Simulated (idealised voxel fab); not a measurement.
process module | voxel self aligned vias
Shown is cross-section cut, with a width of 145 nm and square cells of size 5 nm.
A cross-section in this document is a grid of square cells, and it is written down as bands, the top band listed before the ones below it; a band is made up of one or more rows of cells.
Basically the band line says how high the top is and how high the bottom is, in nm, and then what's in it from left to right, every material with its width in nm. Empty space shows up as "air", and if a single material carries "edge to edge" it runs the full band edge to edge.
Beneath 0, the wafer as received is one material, and that level is where height counting begins. The lowest band goes on downward without a bottom; it is written like "top 0, no bottom".
Graded width ("30 to 40"): value in top row of band = first number; value in bottom row = second number; row-to-row change constant.
A step reported as "no modification" is a step in which no cell of the cross-section changed.
Any empty space of 8 cells or more lacking an open way to the top shows up in "Fully closed voids" as width x height at distance, distance from the left edge, in nm.
Heads up: the bit after the settings on a step's line is the simulator's remark on that step.
overlay nm: where the mask lay relative to plan, measured to the right, on steps with a mask; negatives go left.

### Planned step list for the process
1: RECEIVE, material Si
2: CONFORMAL_DEP, material SiO2, thk nm 15
3: CONFORMAL_DEP, material SiCN, thk nm 5
4: DIRECTIONAL_DEP, material SiO2, thk nm 25
5: DIRECTIONAL_DEP, material aC, thk nm 15
6: PATTERN, tone open, mask id LINES, material resist, width nm 30, pitch nm 60, thk nm 35, overlay nm 0
7: DIRECTIONAL_ETCH, etch materials aC, depth nm 15
8: STRIP, etch materials resist
9: DIRECTIONAL_ETCH, etch materials SiO2, depth nm 25
10: STRIP, etch materials aC
11: CONFORMAL_DEP, material TiN, thk nm 5
12: FILL_DEP, material Ru, thk nm 5
13: CMP, height nm 45
14: SELECTIVE_ETCH, etch materials W Ru TiN, depth nm 5
15: FILL_DEP, material SiN, thk nm 5
16: CMP, height nm 45
17: DIRECTIONAL_DEP, material SiO2, thk nm 15
18: MASKED_ETCH, tone open, mask id VIAS, width nm 30, etch materials SiO2, depth nm 15, overlay nm 0
19: MASKED_ETCH, tone open, mask id VIAS, width nm 40, etch materials SiN, depth nm 5, overlay nm 0
20: CONFORMAL_DEP, material TiN, thk nm 5
21: FILL_DEP, material Cu, thk nm 5
22: CMP, height nm 60
23: CONFORMAL_DEP, material SiN, thk nm 5
The plan shows the width nm of step 18 as the first wafer had it; this setting differs between the wafers, which start out alike.

### First of several wafers, received after step 1, in cross-section
- top 0, no bottom  Si edge to edge
- Fully closed voids: none

### Take a look at the first of several wafers in cross-section: the module is done, and step 23 was its last step
- top 65, bottom 60  SiN edge to edge
- top 60, bottom 45  SiO2 (25); TiN (5); Cu (20); TiN (5); SiO2 (90)
- top 45, bottom 40  SiO2 (25); TiN (30); SiO2 (30); SiN (30); SiO2 (30)
- top 40, bottom 25  SiO2 (25); TiN (5); Ru (20); TiN (5); SiO2 (30); TiN (5); Ru (20); TiN (5); SiO2 (30)
- top 25, bottom 20  SiO2 (25); TiN (30); SiO2 (30); TiN (30); SiO2 (30)
- top 20, bottom 15  SiCN edge to edge
- top 15, bottom 0  SiO2 edge to edge
- top 0, no bottom  Si edge to edge
- Fully closed voids: none

### Cross-sectional view, end of module, last wafer of several
- top 65, bottom 60  SiN edge to edge
- top 60, bottom 50  SiO2 (15); TiN (5); Cu (45); TiN (5); SiO2 (75)
- top 50, bottom 45  SiO2 (15); TiN (15); Cu (20); TiN (20); SiO2 (75)
- top 45, bottom 40  SiO2 (25); TiN (30); SiO2 (30); SiN (30); SiO2 (30)
- top 40, bottom 25  SiO2 (25); TiN (5); Ru (20); TiN (5); SiO2 (30); TiN (5); Ru (20); TiN (5); SiO2 (30)
- top 25, bottom 20  SiO2 (25); TiN (30); SiO2 (30); TiN (30); SiO2 (30)
- top 20, bottom 15  SiCN edge to edge
- top 15, bottom 0  SiO2 edge to edge
- top 0, no bottom  Si edge to edge
- Fully closed voids: none

### End of module, by wafer: material-by-material cell gain (+) or loss (-) since receipt, then closed voids
width nm 30 | +12 Cu | +24 Ru | +29 SiCN | +35 SiN | +241 SiO2 | +36 TiN | Fully closed voids: none
width nm 35 | +14 Cu | +24 Ru | +29 SiCN | +35 SiN | +238 SiO2 | +37 TiN | Fully closed voids: none
width nm 40 | +16 Cu | +24 Ru | +29 SiCN | +35 SiN | +235 SiO2 | +38 TiN | Fully closed voids: none
width nm 45 | +18 Cu | +24 Ru | +29 SiCN | +35 SiN | +232 SiO2 | +39 TiN | Fully closed voids: none
width nm 50 | +20 Cu | +24 Ru | +29 SiCN | +35 SiN | +229 SiO2 | +40 TiN | Fully closed voids: none
width nm 55 | +22 Cu | +24 Ru | +29 SiCN | +35 SiN | +226 SiO2 | +41 TiN | Fully closed voids: none
